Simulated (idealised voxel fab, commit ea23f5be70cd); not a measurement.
Presented below is a process module, voxel tone inversion.
For reference, the cross-section in this document is cut, with width 270 nm and square cells of 5 nm.
Think of the cross-section as a grid of square cells. We describe it in bands, top to bottom, and each band covers one or more rows of those cells.
Basically the band line says how high the top is and how high the bottom is, in nm, and then what's in it from left to right, every material with its width in nm. Empty space shows up as "blank", and if a single material carries "full width" it runs the full band edge to edge.
Counting heights begins at 0, where everything beneath is, in the wafer as received, one material. The lowest band has no bottom; it goes on downwards, as "0 -> down" shows.
Graded width ("30->40"): value in top row of band = first number; value in bottom row = second number; row-to-row change constant.
When a step is marked "no modification", none of the cells in the cross-section changed during that step.
Empty spaces counting at least 8 cells and having no open way to the top are listed in "Enclosed cavity list". The notation width x height at distance is used for each, the distance being from the left edge and all three values in nm.
Anything after a step's settings on that line? It's the simulator's own note about the step.
If you see "overlay nm" on a step's line and that step has a mask, it's telling you how far right of where it was planned the mask ended up; a negative number means it went left instead.

Steps in the process plan:
1,RECEIVE (material Si)
2,CONFORMAL_DEP (material SiCN; thk nm 10)
3,DIRECTIONAL_DEP (material polySi; thk nm 15)
4,PATTERN (tone cover; mask id POSTS; material resist; width nm 15; pitch nm 35; thk nm 25; overlay nm 0)
5,DIRECTIONAL_ETCH (etch materials polySi; depth nm 15)
6,STRIP (etch materials resist)
7,FILL_DEP (material lowk; thk nm 10)
8,CMP (height nm 25)
9,STRIP (etch materials polySi)
10,CONFORMAL_DEP (material TiN; thk nm 5)
11,FILL_DEP (material Ru; thk nm 5)
12,CMP (height nm 25)
13,CONFORMAL_DEP (material SiCN; thk nm 5)

Cross-section of the incoming wafer, state after step 1:
> 0 -> down | Si full width
> Enclosed cavity list: none

Looking at the first of two wafers in cross-section at end of module - ran to plan:
> 30 -> 25 | SiCN full width
> 25 -> 15 | 90 of lowk; 5 of TiN; 5 of Ru; 5 of TiN; 20 of lowk; 5 of TiN; 5 of Ru; 5 of TiN; 20 of lowk; 5 of TiN; 5 of Ru; 5 of TiN; 95 of lowk
> 15 -> 10 | 90 of lowk; 15 of TiN; 20 of lowk; 15 of TiN; 20 of lowk; 15 of TiN; 95 of lowk
> 10 -> 0 | SiCN full width
> 0 -> down | Si full width
> Enclosed cavity list: none

So this is wafer number two of the two, cut at the end of the module - it started where the first did and had the same plan, we just got one thing wrong running it:
> 30 -> 25 | SiCN full width
> 25 -> 15 | 85 of Ru; 5 of TiN; 15 of lowk; 5 of TiN; 10 of Ru; 5 of TiN; 15 of lowk; 5 of TiN; 10 of Ru; 5 of TiN; 15 of lowk; 5 of TiN; 90 of Ru
> 15 -> 10 | 90 of TiN; 15 of lowk; 20 of TiN; 15 of lowk; 20 of TiN; 15 of lowk; 95 of TiN
> 10 -> 0 | SiCN full width
> 0 -> down | Si full width
> Enclosed cavity list: none
What was done differently from what was planned? step 4 went in with a setting other than planned; the actual run was PATTERN (tone open; mask id POSTS; material resist; width nm 15; pitch nm 35; thk nm 25; overlay nm 0)
End check, counted in cells, second wafer has more or fewer of these materials than the first: 72 more of Ru | 36 more of TiN | 108 fewer of lowk
